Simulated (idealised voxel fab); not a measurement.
process module | voxel transistor to metal
cross-section cut | 210 nm wide | cells 5 nm
A cross-section is a grid of square cells, given in bands from the top down. A band is one or more rows of cells.
Each band's line starts with the height of the band's top and of its bottom, in nm. Then come its materials from left to right, each with its width in nm. One material with "throughout" fills the band from edge to edge. "air" is empty space.
Height 0 is the level under which the wafer as received is all one material. The lowest band goes on downwards, as in "0 down".
A width such as "30 to 40" changes by the same amount from each row of cells to the next, from the band's top row to its bottom row.
"no change" after a step means that no cell of the cross-section changed.
closed voids: empty space of 8 cells or more with no open way to the top, each as width x height at its distance from the left edge, in nm
after a step's settings: what the simulator itself notes on the step
overlay nm, on a step with a mask: how far to the right of its planned place the mask lay; to the left if negative
Each pair below shows a cross-section before one step and the cross-section after it, down to the lowest band that changed. The line under each pair gives the step between them, with its settings. The pairs can come from different runs of this module on the same starting wafer, so a pair continues from the pair above only where its "before" says so.
before
  0 down: Si throughout
  closed voids: none
after
  5 to 0: SiO2 throughout
  below 0: unchanged
  closed voids: none
the step between: op CONFORMAL_DEP | material SiO2 | thk nm 5
before: the cross-section after the pair above
after
  15 to 5: SiN throughout
  below 5: unchanged
  closed voids: none
the step between: op CONFORMAL_DEP | material SiN | thk nm 10
before: the cross-section after the pair above
after
  30 to 15: aC throughout
  below 15: unchanged
  closed voids: none
the step between: op DIRECTIONAL_DEP | material aC | thk nm 15
before: the cross-section after the pair above
after
  60 to 30: air 50 | resist 105 | air 55
  below 30: unchanged
  closed voids: none
the step between: op PATTERN | tone cover | mask id ACTIVE | material resist | width nm 105 | thk nm 30 | overlay nm 0
before: the cross-section after the pair above
after
  45 to 30: air 50 | resist 105 | air 55
  30 to 15: air 50 | aC 105 | air 55
  below 15: unchanged
  closed voids: none
the step between: op DIRECTIONAL_ETCH | etch materials aC | depth nm 15
before: the cross-section after the pair above
after
  30 to 15: air 50 | aC 105 | air 55
  below 15: unchanged
  closed voids: none
the step between: op STRIP | etch materials resist
before: the cross-section after the pair above
after
  30 to 15: air 50 | aC 105 | air 55
  15 to 5: air 50 | SiN 105 | air 55
  below 5: unchanged
  closed voids: none
the step between: op DIRECTIONAL_ETCH | etch materials SiN | depth nm 10
before: the cross-section after the pair above
after
  30 to 15: air 50 | aC 105 | air 55
  15 to 5: air 50 | SiN 105 | air 55
  5 to 0: air 50 | SiO2 105 | air 55
  below 0: unchanged
  closed voids: none
the step between: op DIRECTIONAL_ETCH | etch materials SiO2 | depth nm 5
before: the cross-section after the pair above
after
  30 to 15: air 50 | aC 105 | air 55
  15 to 5: air 50 | SiN 105 | air 55
  5 to 0: air 50 | SiO2 105 | air 55
  0 to -35: air 50 | Si 105 | air 55
  below -35: unchanged
  closed voids: none
the step between: op DIRECTIONAL_ETCH | etch materials Si | depth nm 35
before: the cross-section after the pair above
after
  15 to 5: air 50 | SiN 105 | air 55
  below 5: unchanged
  closed voids: none
the step between: op STRIP | etch materials aC
before: the cross-section after the pair above
after
  15 to 5: air 50 | SiN 105 | air 55
  5 to 0: air 50 | SiO2 105 | air 55
  0 to -35: air 50 | SiO2 5 | Si 95 | SiO2 5 | air 55
  -35 to -40: SiO2 55 | Si 95 | SiO2 60
  below -40: unchanged
  closed voids: none
the step between: op OXIDIZE | depth nm 5
before: the cross-section after the pair above
after
  20 to 15: SiO2 throughout
  15 to 5: SiO2 50 | SiN 105 | SiO2 55
  5 to 0: SiO2 throughout
  0 to -40: SiO2 55 | Si 95 | SiO2 60
  below -40: unchanged
  closed voids: none
the step between: op FILL_DEP | material SiO2 | thk nm 5
before: the cross-section after the pair above
after
  15 to 5: SiO2 50 | SiN 105 | SiO2 55
  below 5: unchanged
  closed voids: none
the step between: op CMP | height nm 15
before: the cross-section after the pair above
after
  15 to 5: air 50 | SiN 105 | air 55
  below 5: unchanged
  closed voids: none
the step between: op SELECTIVE_ETCH | etch materials SiO2 | depth nm 10
before: the cross-section after the pair above
after
  5 to 0: SiO2 throughout
  below 0: unchanged
  closed voids: none
the step between: op STRIP | etch materials SiN
before: the cross-section after the pair above
after
  0 to -40: SiO2 55 | Si 95 | SiO2 60
  below -40: unchanged
  closed voids: none
the step between: op SELECTIVE_ETCH | etch materials SiO2 | depth nm 5
before: the cross-section after the pair above
after
  0 to -5: SiO2 throughout
  below -5: unchanged
  closed voids: none
the step between: op OXIDIZE | depth nm 5
before: the cross-section after the pair above
after
  30 to 0: polySi throughout
  below 0: unchanged
  closed voids: none
the step between: op DIRECTIONAL_DEP | material polySi | thk nm 30
before: the cross-section after the pair above
after
  45 to 30: SiCN throughout
  below 30: unchanged
  closed voids: none
the step between: op DIRECTIONAL_DEP | material SiCN | thk nm 15
before: the cross-section after the pair above
after
  65 to 45: air 90 | resist 25 | air 95
  below 45: unchanged
  closed voids: none
the step between: op PATTERN | tone cover | mask id GATE | material resist | width nm 25 | thk nm 20 | overlay nm 0
before: the cross-section after the pair above
after
  65 to 45: air 90 | resist 25 | air 95
  45 to 30: air 90 | SiCN 25 | air 95
  below 30: unchanged
  closed voids: none
the step between: op DIRECTIONAL_ETCH | etch materials SiCN | depth nm 25
before: the cross-section after the pair above
after
  65 to 45: air 90 | resist 25 | air 95
  45 to 30: air 90 | SiCN 25 | air 95
  30 to 0: air 90 | polySi 25 | air 95
  below 0: unchanged
  closed voids: none
the step between: op DIRECTIONAL_ETCH | etch materials polySi | depth nm 40
before: the cross-section after the pair above
after
  45 to 30: air 90 | SiCN 25 | air 95
  below 30: unchanged
  closed voids: none
the step between: op STRIP | etch materials resist
before: the cross-section after the pair above
after
  50 to 45: air 85 | SiN 35 | air 90
  45 to 30: air 85 | SiN 5 | SiCN 25 | SiN 5 | air 90
  30 to 5: air 85 | SiN 5 | polySi 25 | SiN 5 | air 90
  5 to 0: SiN 90 | polySi 25 | SiN 95
  below 0: unchanged
  closed voids: none
the step between: op CONFORMAL_DEP | material SiN | thk nm 5
before: the cross-section after the pair above
after
  45 to 30: air 85 | SiN 5 | SiCN 25 | SiN 5 | air 90
  30 to 0: air 85 | SiN 5 | polySi 25 | SiN 5 | air 90
  below 0: unchanged
  closed voids: none
the step between: op DIRECTIONAL_ETCH | etch materials SiN | depth nm 5
before: the cross-section after the pair above
after
  45 to 30: air 85 | SiN 5 | SiCN 25 | SiN 5 | air 90
  30 to 0: air 85 | SiN 5 | polySi 25 | SiN 5 | air 90
  0 to -5: air 85 | SiO2 35 | air 90
  below -5: unchanged
  closed voids: none
the step between: op DIRECTIONAL_ETCH | etch materials SiO2 | depth nm 5
before: the cross-section after the pair above
after
  45 to 30: air 85 | SiN 5 | SiCN 25 | SiN 5 | air 90
  30 to 0: air 85 | SiN 5 | polySi 25 | SiN 5 | air 90
  0 to -5: air 50 | pSi 35 | SiO2 35 | pSi 35 | air 55
  below -5: unchanged
  closed voids: none
the step between: op EPI | material pSi | thk nm 5
before: the cross-section after the pair above
after
  50 to 45: SiO2 throughout
  45 to 30: SiO2 85 | SiN 5 | SiCN 25 | SiN 5 | SiO2 90
  30 to 0: SiO2 85 | SiN 5 | polySi 25 | SiN 5 | SiO2 90
  0 to -5: SiO2 50 | pSi 35 | SiO2 35 | pSi 35 | SiO2 55
  below -5: unchanged
  closed voids: none
the step between: op FILL_DEP | material SiO2 | thk nm 5
before: the cross-section after the pair above
after
  30 to 0: SiO2 85 | SiN 5 | polySi 25 | SiN 5 | SiO2 90
  below 0: unchanged
  closed voids: none
the step between: op CMP | height nm 30
before: the cross-section after the pair above
after
  30 to 0: SiO2 85 | SiN 5 | air 25 | SiN 5 | SiO2 90
  below 0: unchanged
  closed voids: none
the step between: op STRIP | etch materials polySi
before: the cross-section after the pair above
after
  30 to 25: air 85 | SiN 5 | air 25 | SiN 5 | air 90
  25 to 0: SiO2 85 | SiN 5 | air 25 | SiN 5 | SiO2 90
  0 to -5: SiO2 50 | pSi 35 | air 35 | pSi 35 | SiO2 55
  below -5: unchanged
  closed voids: none
the step between: op SELECTIVE_ETCH | etch materials SiO2 | depth nm 5
before: the cross-section after the pair above
after
  35 to 30: air 80 | HfO2 15 | air 15 | HfO2 15 | air 85
  30 to 25: HfO2 85 | SiN 5 | HfO2 5 | air 15 | HfO2 5 | SiN 5 | HfO2 90
  25 to 0: SiO2 85 | SiN 5 | HfO2 5 | air 15 | HfO2 5 | SiN 5 | SiO2 90
  0 to -5: SiO2 50 | pSi 35 | HfO2 35 | pSi 35 | SiO2 55
  below -5: unchanged
  closed voids: none
the step between: op CONFORMAL_DEP | material HfO2 | thk nm 5
before: the cross-section after the pair above
after
  40 to 35: air 75 | TiN 25 | air 5 | TiN 25 | air 80
  35 to 30: TiN 80 | HfO2 15 | TiN 5 | air 5 | TiN 5 | HfO2 15 | TiN 85
  30 to 25: HfO2 85 | SiN 5 | HfO2 5 | TiN 5 | air 5 | TiN 5 | HfO2 5 | SiN 5 | HfO2 90
  25 to 5: SiO2 85 | SiN 5 | HfO2 5 | TiN 5 | air 5 | TiN 5 | HfO2 5 | SiN 5 | SiO2 90
  5 to 0: SiO2 85 | SiN 5 | HfO2 5 | TiN 15 | HfO2 5 | SiN 5 | SiO2 90
  below 0: unchanged
  closed voids: none
the step between: op CONFORMAL_DEP | material TiN | thk nm 5
before: the cross-section after the pair above
after
  50 to 40: W throughout
  40 to 35: W 75 | TiN 25 | W 5 | TiN 25 | W 80
  35 to 30: TiN 80 | HfO2 15 | TiN 5 | W 5 | TiN 5 | HfO2 15 | TiN 85
  30 to 25: HfO2 85 | SiN 5 | HfO2 5 | TiN 5 | W 5 | TiN 5 | HfO2 5 | SiN 5 | HfO2 90
  25 to 5: SiO2 85 | SiN 5 | HfO2 5 | TiN 5 | W 5 | TiN 5 | HfO2 5 | SiN 5 | SiO2 90
  below 5: unchanged
  closed voids: none
the step between: op FILL_DEP | material W | thk nm 10
before: the cross-section after the pair above
after
  25 to 5: SiO2 85 | SiN 5 | HfO2 5 | TiN 5 | W 5 | TiN 5 | HfO2 5 | SiN 5 | SiO2 90
  below 5: unchanged
  closed voids: none
the step between: op CMP | height nm 25
before: the cross-section after the pair above
after
  40 to 25: SiO2 throughout
  below 25: unchanged
  closed voids: none
the step between: op DIRECTIONAL_DEP | material SiO2 | thk nm 15
before: the cross-section after the pair above
after
  40 to 25: SiO2 60 | air 15 | SiO2 55 | air 15 | SiO2 65
  25 to 5: SiO2 60 | air 15 | SiO2 10 | SiN 5 | HfO2 5 | TiN 5 | W 5 | TiN 5 | HfO2 5 | SiN 5 | SiO2 10 | air 15 | SiO2 65
  5 to 0: SiO2 60 | air 15 | SiO2 10 | SiN 5 | HfO2 5 | TiN 15 | HfO2 5 | SiN 5 | SiO2 10 | air 15 | SiO2 65
  below 0: unchanged
  closed voids: none
the step between: op MASKED_ETCH | tone open | mask id CONTACT | width nm 15 | pitch nm 70 | etch materials SiO2 | depth nm 40 | overlay nm 0
before: the cross-section after the pair above
after
  45 to 40: TiN 65 | air 5 | TiN 65 | air 5 | TiN 70
  40 to 25: SiO2 60 | TiN 5 | air 5 | TiN 5 | SiO2 55 | TiN 5 | air 5 | TiN 5 | SiO2 65
  25 to 5: SiO2 60 | TiN 5 | air 5 | TiN 5 | SiO2 10 | SiN 5 | HfO2 5 | TiN 5 | W 5 | TiN 5 | HfO2 5 | SiN 5 | SiO2 10 | TiN 5 | air 5 | TiN 5 | SiO2 65
  5 to 0: SiO2 60 | TiN 15 | SiO2 10 | SiN 5 | HfO2 5 | TiN 15 | HfO2 5 | SiN 5 | SiO2 10 | TiN 15 | SiO2 65
  below 0: unchanged
  closed voids: none
the step between: op CONFORMAL_DEP | material TiN | thk nm 5
before: the cross-section after the pair above
after
  55 to 45: W throughout
  45 to 40: TiN 65 | W 5 | TiN 65 | W 5 | TiN 70
  40 to 25: SiO2 60 | TiN 5 | W 5 | TiN 5 | SiO2 55 | TiN 5 | W 5 | TiN 5 | SiO2 65
  25 to 5: SiO2 60 | TiN 5 | W 5 | TiN 5 | SiO2 10 | SiN 5 | HfO2 5 | TiN 5 | W 5 | TiN 5 | HfO2 5 | SiN 5 | SiO2 10 | TiN 5 | W 5 | TiN 5 | SiO2 65
  below 5: unchanged
  closed voids: none
the step between: op FILL_DEP | material W | thk nm 10
before: the cross-section after the pair above
after
  40 to 25: SiO2 60 | TiN 5 | W 5 | TiN 5 | SiO2 55 | TiN 5 | W 5 | TiN 5 | SiO2 65
  below 25: unchanged
  closed voids: none
the step between: op CMP | height nm 40
before: the cross-section after the pair above
after
  45 to 40: TiN throughout
  below 40: unchanged
  closed voids: none
the step between: op DIRECTIONAL_DEP | material TiN | thk nm 5
before: the cross-section after the pair above
after
  65 to 45: Ru throughout
  below 45: unchanged
  closed voids: none
the step between: op DIRECTIONAL_DEP | material Ru | thk nm 20
before: the cross-section after the pair above
after
  65 to 45: air 60 | Ru 15 | air 55 | Ru 15 | air 65
  below 45: unchanged
  closed voids: none
the step between: op MASKED_ETCH | tone cover | mask id METAL_1 | width nm 15 | pitch nm 70 | etch materials Ru | depth nm 20 | overlay nm 0
before: the cross-section after the pair above
after
  65 to 45: air 60 | Ru 15 | air 55 | Ru 15 | air 65
  45 to 40: air 60 | TiN 15 | air 55 | TiN 15 | air 65
  below 40: unchanged
  closed voids: none
the step between: op MASKED_ETCH | tone cover | mask id METAL_1 | width nm 15 | pitch nm 70 | etch materials TiN | depth nm 5 | overlay nm 0
before: the cross-section after the pair above
after
  70 to 65: lowk throughout
  65 to 45: lowk 60 | Ru 15 | lowk 55 | Ru 15 | lowk 65
  45 to 40: lowk 60 | TiN 15 | lowk 55 | TiN 15 | lowk 65
  below 40: unchanged
  closed voids: none
the step between: op FILL_DEP | material lowk | thk nm 5
before: the cross-section after the pair above
after
  65 to 45: lowk 60 | Ru 15 | lowk 55 | Ru 15 | lowk 65
  below 45: unchanged
  closed voids: none
the step between: op CMP | height nm 65
before: the cross-section after the pair above
after
  70 to 65: SiCN throughout
  below 65: unchanged
  closed voids: none
the step between: op CONFORMAL_DEP | material SiCN | thk nm 5
before
  30 to 25: air 85 | SiN 5 | air 25 | SiN 5 | air 90
  25 to 0: SiO2 85 | SiN 5 | air 25 | SiN 5 | SiO2 90
  0 to -5: SiO2 50 | pSi 35 | air 35 | pSi 35 | SiO2 55
  -5 to -40: SiO2 55 | Si 95 | SiO2 60
  -40 down: Si throughout
  closed voids: none
after
  35 to 30: air 80 | TiN 15 | air 15 | TiN 15 | air 85
  30 to 25: TiN 85 | SiN 5 | TiN 5 | air 15 | TiN 5 | SiN 5 | TiN 90
  25 to 0: SiO2 85 | SiN 5 | TiN 5 | air 15 | TiN 5 | SiN 5 | SiO2 90
  0 to -5: SiO2 50 | pSi 35 | TiN 35 | pSi 35 | SiO2 55
  below -5: unchanged
  closed voids: none
the step between: op CONFORMAL_DEP | material TiN | thk nm 5
before: the cross-section after the pair above
after
  45 to 35: W throughout
  35 to 30: W 80 | TiN 15 | W 15 | TiN 15 | W 85
  30 to 25: TiN 85 | SiN 5 | TiN 5 | W 15 | TiN 5 | SiN 5 | TiN 90
  25 to 0: SiO2 85 | SiN 5 | TiN 5 | W 15 | TiN 5 | SiN 5 | SiO2 90
  below 0: unchanged
  closed voids: none
the step between: op FILL_DEP | material W | thk nm 10
before: the cross-section after the pair above
after
  25 to 0: SiO2 85 | SiN 5 | TiN 5 | W 15 | TiN 5 | SiN 5 | SiO2 90
  below 0: unchanged
  closed voids: none
the step between: op CMP | height nm 25
before: the cross-section after the pair above
after
  40 to 25: SiO2 throughout
  below 25: unchanged
  closed voids: none
the step between: op DIRECTIONAL_DEP | material SiO2 | thk nm 15
before: the cross-section after the pair above
after
  40 to 25: SiO2 60 | air 15 | SiO2 55 | air 15 | SiO2 65
  25 to 0: SiO2 60 | air 15 | SiO2 10 | SiN 5 | TiN 5 | W 15 | TiN 5 | SiN 5 | SiO2 10 | air 15 | SiO2 65
  below 0: unchanged
  closed voids: none
the step between: op MASKED_ETCH | tone open | mask id CONTACT | width nm 15 | pitch nm 70 | etch materials SiO2 | depth nm 40 | overlay nm 0
before: the cross-section after the pair above
after
  45 to 40: TiN 65 | air 5 | TiN 65 | air 5 | TiN 70
  40 to 25: SiO2 60 | TiN 5 | air 5 | TiN 5 | SiO2 55 | TiN 5 | air 5 | TiN 5 | SiO2 65
  25 to 5: SiO2 60 | TiN 5 | air 5 | TiN 5 | SiO2 10 | SiN 5 | TiN 5 | W 15 | TiN 5 | SiN 5 | SiO2 10 | TiN 5 | air 5 | TiN 5 | SiO2 65
  5 to 0: SiO2 60 | TiN 15 | SiO2 10 | SiN 5 | TiN 5 | W 15 | TiN 5 | SiN 5 | SiO2 10 | TiN 15 | SiO2 65
  below 0: unchanged
  closed voids: none
the step between: op CONFORMAL_DEP | material TiN | thk nm 5
before: the cross-section after the pair above
after
  55 to 45: W throughout
  45 to 40: TiN 65 | W 5 | TiN 65 | W 5 | TiN 70
  40 to 25: SiO2 60 | TiN 5 | W 5 | TiN 5 | SiO2 55 | TiN 5 | W 5 | TiN 5 | SiO2 65
  25 to 5: SiO2 60 | TiN 5 | W 5 | TiN 5 | SiO2 10 | SiN 5 | TiN 5 | W 15 | TiN 5 | SiN 5 | SiO2 10 | TiN 5 | W 5 | TiN 5 | SiO2 65
  below 5: unchanged
  closed voids: none
the step between: op FILL_DEP | material W | thk nm 10
before: the cross-section after the pair above
after
  40 to 25: SiO2 60 | TiN 5 | W 5 | TiN 5 | SiO2 55 | TiN 5 | W 5 | TiN 5 | SiO2 65
  below 25: unchanged
  closed voids: none
the step between: op CMP | height nm 40
before: the cross-section after the pair above
after
  45 to 40: TiN throughout
  below 40: unchanged
  closed voids: none
the step between: op DIRECTIONAL_DEP | material TiN | thk nm 5
before: the cross-section after the pair above
after
  65 to 45: Ru throughout
  below 45: unchanged
  closed voids: none
the step between: op DIRECTIONAL_DEP | material Ru | thk nm 20
before: the cross-section after the pair above
after
  65 to 45: air 60 | Ru 15 | air 55 | Ru 15 | air 65
  below 45: unchanged
  closed voids: none
the step between: op MASKED_ETCH | tone cover | mask id METAL_1 | width nm 15 | pitch nm 70 | etch materials Ru | depth nm 20 | overlay nm 0
before: the cross-section after the pair above
after
  65 to 45: air 60 | Ru 15 | air 55 | Ru 15 | air 65
  45 to 40: air 60 | TiN 15 | air 55 | TiN 15 | air 65
  below 40: unchanged
  closed voids: none
the step between: op MASKED_ETCH | tone cover | mask id METAL_1 | width nm 15 | pitch nm 70 | etch materials TiN | depth nm 5 | overlay nm 0
before: the cross-section after the pair above
after
  70 to 65: lowk throughout
  65 to 45: lowk 60 | Ru 15 | lowk 55 | Ru 15 | lowk 65
  45 to 40: lowk 60 | TiN 15 | lowk 55 | TiN 15 | lowk 65
  below 40: unchanged
  closed voids: none
the step between: op FILL_DEP | material lowk | thk nm 5
before: the cross-section after the pair above
after
  65 to 45: lowk 60 | Ru 15 | lowk 55 | Ru 15 | lowk 65
  below 45: unchanged
  closed voids: none
the step between: op CMP | height nm 65
before: the cross-section after the pair above
after
  70 to 65: SiCN throughout
  below 65: unchanged
  closed voids: none
the step between: op CONFORMAL_DEP | material SiCN | thk nm 5
before
  35 to 30: air 80 | TiN 15 | air 15 | TiN 15 | air 85
  30 to 25: TiN 85 | SiN 5 | TiN 5 | air 15 | TiN 5 | SiN 5 | TiN 90
  25 to 0: SiO2 85 | SiN 5 | TiN 5 | air 15 | TiN 5 | SiN 5 | SiO2 90
  0 to -5: SiO2 50 | pSi 35 | TiN 35 | pSi 35 | SiO2 55
  -5 to -40: SiO2 55 | Si 95 | SiO2 60
  -40 down: Si throughout
  closed voids: none
after
  40 to 35: air 75 | HfO2 25 | air 5 | HfO2 25 | air 80
  35 to 30: HfO2 80 | TiN 15 | HfO2 5 | air 5 | HfO2 5 | TiN 15 | HfO2 85
  30 to 25: TiN 85 | SiN 5 | TiN 5 | HfO2 5 | air 5 | HfO2 5 | TiN 5 | SiN 5 | TiN 90
  25 to 5: SiO2 85 | SiN 5 | TiN 5 | HfO2 5 | air 5 | HfO2 5 | TiN 5 | SiN 5 | SiO2 90
  5 to 0: SiO2 85 | SiN 5 | TiN 5 | HfO2 15 | TiN 5 | SiN 5 | SiO2 90
  below 0: unchanged
  closed voids: none
the step between: op CONFORMAL_DEP | material HfO2 | thk nm 5
before: the cross-section after the pair above
after
  50 to 40: W throughout
  40 to 35: W 75 | HfO2 25 | W 5 | HfO2 25 | W 80
  35 to 30: HfO2 80 | TiN 15 | HfO2 5 | W 5 | HfO2 5 | TiN 15 | HfO2 85
  30 to 25: TiN 85 | SiN 5 | TiN 5 | HfO2 5 | W 5 | HfO2 5 | TiN 5 | SiN 5 | TiN 90
  25 to 5: SiO2 85 | SiN 5 | TiN 5 | HfO2 5 | W 5 | HfO2 5 | TiN 5 | SiN 5 | SiO2 90
  below 5: unchanged
  closed voids: none
the step between: op FILL_DEP | material W | thk nm 10
before: the cross-section after the pair above
after
  25 to 5: SiO2 85 | SiN 5 | TiN 5 | HfO2 5 | W 5 | HfO2 5 | TiN 5 | SiN 5 | SiO2 90
  below 5: unchanged
  closed voids: none
the step between: op CMP | height nm 25
before: the cross-section after the pair above
after
  40 to 25: SiO2 throughout
  below 25: unchanged
  closed voids: none
the step between: op DIRECTIONAL_DEP | material SiO2 | thk nm 15
before: the cross-section after the pair above
after
  40 to 25: SiO2 60 | air 15 | SiO2 55 | air 15 | SiO2 65
  25 to 5: SiO2 60 | air 15 | SiO2 10 | SiN 5 | TiN 5 | HfO2 5 | W 5 | HfO2 5 | TiN 5 | SiN 5 | SiO2 10 | air 15 | SiO2 65
  5 to 0: SiO2 60 | air 15 | SiO2 10 | SiN 5 | TiN 5 | HfO2 15 | TiN 5 | SiN 5 | SiO2 10 | air 15 | SiO2 65
  below 0: unchanged
  closed voids: none
the step between: op MASKED_ETCH | tone open | mask id CONTACT | width nm 15 | pitch nm 70 | etch materials SiO2 | depth nm 40 | overlay nm 0
before: the cross-section after the pair above
after
  45 to 40: TiN 65 | air 5 | TiN 65 | air 5 | TiN 70
  40 to 25: SiO2 60 | TiN 5 | air 5 | TiN 5 | SiO2 55 | TiN 5 | air 5 | TiN 5 | SiO2 65
  25 to 5: SiO2 60 | TiN 5 | air 5 | TiN 5 | SiO2 10 | SiN 5 | TiN 5 | HfO2 5 | W 5 | HfO2 5 | TiN 5 | SiN 5 | SiO2 10 | TiN 5 | air 5 | TiN 5 | SiO2 65
  5 to 0: SiO2 60 | TiN 15 | SiO2 10 | SiN 5 | TiN 5 | HfO2 15 | TiN 5 | SiN 5 | SiO2 10 | TiN 15 | SiO2 65
  below 0: unchanged
  closed voids: none
the step between: op CONFORMAL_DEP | material TiN | thk nm 5
before: the cross-section after the pair above
after
  55 to 45: W throughout
  45 to 40: TiN 65 | W 5 | TiN 65 | W 5 | TiN 70
  40 to 25: SiO2 60 | TiN 5 | W 5 | TiN 5 | SiO2 55 | TiN 5 | W 5 | TiN 5 | SiO2 65
  25 to 5: SiO2 60 | TiN 5 | W 5 | TiN 5 | SiO2 10 | SiN 5 | TiN 5 | HfO2 5 | W 5 | HfO2 5 | TiN 5 | SiN 5 | SiO2 10 | TiN 5 | W 5 | TiN 5 | SiO2 65
  below 5: unchanged
  closed voids: none
the step between: op FILL_DEP | material W | thk nm 10
before: the cross-section after the pair above
after
  40 to 25: SiO2 60 | TiN 5 | W 5 | TiN 5 | SiO2 55 | TiN 5 | W 5 | TiN 5 | SiO2 65
  below 25: unchanged
  closed voids: none
the step between: op CMP | height nm 40
before: the cross-section after the pair above
after
  45 to 40: TiN throughout
  below 40: unchanged
  closed voids: none
the step between: op DIRECTIONAL_DEP | material TiN | thk nm 5
before: the cross-section after the pair above
after
  65 to 45: Ru throughout
  below 45: unchanged
  closed voids: none
the step between: op DIRECTIONAL_DEP | material Ru | thk nm 20
before: the cross-section after the pair above
after
  65 to 45: air 60 | Ru 15 | air 55 | Ru 15 | air 65
  below 45: unchanged
  closed voids: none
the step between: op MASKED_ETCH | tone cover | mask id METAL_1 | width nm 15 | pitch nm 70 | etch materials Ru | depth nm 20 | overlay nm 0
before: the cross-section after the pair above
after
  65 to 45: air 60 | Ru 15 | air 55 | Ru 15 | air 65
  45 to 40: air 60 | TiN 15 | air 55 | TiN 15 | air 65
  below 40: unchanged
  closed voids: none
the step between: op MASKED_ETCH | tone cover | mask id METAL_1 | width nm 15 | pitch nm 70 | etch materials TiN | depth nm 5 | overlay nm 0
before: the cross-section after the pair above
after
  70 to 65: lowk throughout
  65 to 45: lowk 60 | Ru 15 | lowk 55 | Ru 15 | lowk 65
  45 to 40: lowk 60 | TiN 15 | lowk 55 | TiN 15 | lowk 65
  below 40: unchanged
  closed voids: none
the step between: op FILL_DEP | material lowk | thk nm 5
before: the cross-section after the pair above
after
  65 to 45: lowk 60 | Ru 15 | lowk 55 | Ru 15 | lowk 65
  below 45: unchanged
  closed voids: none
the step between: op CMP | height nm 65
before: the cross-section after the pair above
after
  70 to 65: SiCN throughout
  below 65: unchanged
  closed voids: none
the step between: op CONFORMAL_DEP | material SiCN | thk nm 5
before
  50 to 45: SiO2 throughout
  45 to 30: SiO2 85 | SiN 5 | SiCN 25 | SiN 5 | SiO2 90
  30 to 0: SiO2 85 | SiN 5 | polySi 25 | SiN 5 | SiO2 90
  0 to -5: SiO2 50 | pSi 35 | SiO2 35 | pSi 35 | SiO2 55
  -5 to -40: SiO2 55 | Si 95 | SiO2 60
  -40 down: Si throughout
  closed voids: none
after
  20 to 0: SiO2 85 | SiN 5 | polySi 25 | SiN 5 | SiO2 90
  below 0: unchanged
  closed voids: none
the step between: op CMP | height nm 20
before: the cross-section after the pair above
after
  20 to 0: SiO2 85 | SiN 5 | air 25 | SiN 5 | SiO2 90
  below 0: unchanged
  closed voids: none
the step between: op STRIP | etch materials polySi
before: the cross-section after the pair above
after
  20 to 15: air 85 | SiN 5 | air 25 | SiN 5 | air 90
  15 to 0: SiO2 85 | SiN 5 | air 25 | SiN 5 | SiO2 90
  0 to -5: SiO2 50 | pSi 35 | air 35 | pSi 35 | SiO2 55
  below -5: unchanged
  closed voids: none
the step between: op SELECTIVE_ETCH | etch materials SiO2 | depth nm 5
before: the cross-section after the pair above
after
  25 to 20: air 80 | HfO2 15 | air 15 | HfO2 15 | air 85
  20 to 15: HfO2 85 | SiN 5 | HfO2 5 | air 15 | HfO2 5 | SiN 5 | HfO2 90
  15 to 0: SiO2 85 | SiN 5 | HfO2 5 | air 15 | HfO2 5 | SiN 5 | SiO2 90
  0 to -5: SiO2 50 | pSi 35 | HfO2 35 | pSi 35 | SiO2 55
  below -5: unchanged
  closed voids: none
the step between: op CONFORMAL_DEP | material HfO2 | thk nm 5
before: the cross-section after the pair above
after
  30 to 25: air 75 | TiN 25 | air 5 | TiN 25 | air 80
  25 to 20: TiN 80 | HfO2 15 | TiN 5 | air 5 | TiN 5 | HfO2 15 | TiN 85
  20 to 15: HfO2 85 | SiN 5 | HfO2 5 | TiN 5 | air 5 | TiN 5 | HfO2 5 | SiN 5 | HfO2 90
  15 to 5: SiO2 85 | SiN 5 | HfO2 5 | TiN 5 | air 5 | TiN 5 | HfO2 5 | SiN 5 | SiO2 90
  5 to 0: SiO2 85 | SiN 5 | HfO2 5 | TiN 15 | HfO2 5 | SiN 5 | SiO2 90
  below 0: unchanged
  closed voids: none
the step between: op CONFORMAL_DEP | material TiN | thk nm 5
before: the cross-section after the pair above
after
  40 to 30: W throughout
  30 to 25: W 75 | TiN 25 | W 5 | TiN 25 | W 80
  25 to 20: TiN 80 | HfO2 15 | TiN 5 | W 5 | TiN 5 | HfO2 15 | TiN 85
  20 to 15: HfO2 85 | SiN 5 | HfO2 5 | TiN 5 | W 5 | TiN 5 | HfO2 5 | SiN 5 | HfO2 90
  15 to 5: SiO2 85 | SiN 5 | HfO2 5 | TiN 5 | W 5 | TiN 5 | HfO2 5 | SiN 5 | SiO2 90
  below 5: unchanged
  closed voids: none
the step between: op FILL_DEP | material W | thk nm 10
before: the cross-section after the pair above
after
  25 to 20: TiN 80 | HfO2 15 | TiN 5 | W 5 | TiN 5 | HfO2 15 | TiN 85
  below 20: unchanged
  closed voids: none
the step between: op CMP | height nm 25
before: the cross-section after the pair above
after
  40 to 25: SiO2 throughout
  below 25: unchanged
  closed voids: none
the step between: op DIRECTIONAL_DEP | material SiO2 | thk nm 15
before: the cross-section after the pair above
after
  40 to 25: SiO2 60 | air 15 | SiO2 55 | air 15 | SiO2 65
  below 25: unchanged
  closed voids: none
the step between: op MASKED_ETCH | tone open | mask id CONTACT | width nm 15 | pitch nm 70 | etch materials SiO2 | depth nm 40 | overlay nm 0
before: the cross-section after the pair above
after
  45 to 40: TiN 65 | air 5 | TiN 65 | air 5 | TiN 70
  40 to 30: SiO2 60 | TiN 5 | air 5 | TiN 5 | SiO2 55 | TiN 5 | air 5 | TiN 5 | SiO2 65
  30 to 25: SiO2 60 | TiN 15 | SiO2 55 | TiN 15 | SiO2 65
  below 25: unchanged
  closed voids: none
the step between: op CONFORMAL_DEP | material TiN | thk nm 5
before: the cross-section after the pair above
after
  55 to 45: W throughout
  45 to 40: TiN 65 | W 5 | TiN 65 | W 5 | TiN 70
  40 to 30: SiO2 60 | TiN 5 | W 5 | TiN 5 | SiO2 55 | TiN 5 | W 5 | TiN 5 | SiO2 65
  below 30: unchanged
  closed voids: none
the step between: op FILL_DEP | material W | thk nm 10
before: the cross-section after the pair above
after
  40 to 30: SiO2 60 | TiN 5 | W 5 | TiN 5 | SiO2 55 | TiN 5 | W 5 | TiN 5 | SiO2 65
  below 30: unchanged
  closed voids: none
the step between: op CMP | height nm 40
before: the cross-section after the pair above
after
  45 to 40: TiN throughout
  below 40: unchanged
  closed voids: none
the step between: op DIRECTIONAL_DEP | material TiN | thk nm 5
before: the cross-section after the pair above
after
  65 to 45: Ru throughout
  below 45: unchanged
  closed voids: none
the step between: op DIRECTIONAL_DEP | material Ru | thk nm 20
before: the cross-section after the pair above
after
  65 to 45: air 60 | Ru 15 | air 55 | Ru 15 | air 65
  below 45: unchanged
  closed voids: none
the step between: op MASKED_ETCH | tone cover | mask id METAL_1 | width nm 15 | pitch nm 70 | etch materials Ru | depth nm 20 | overlay nm 0
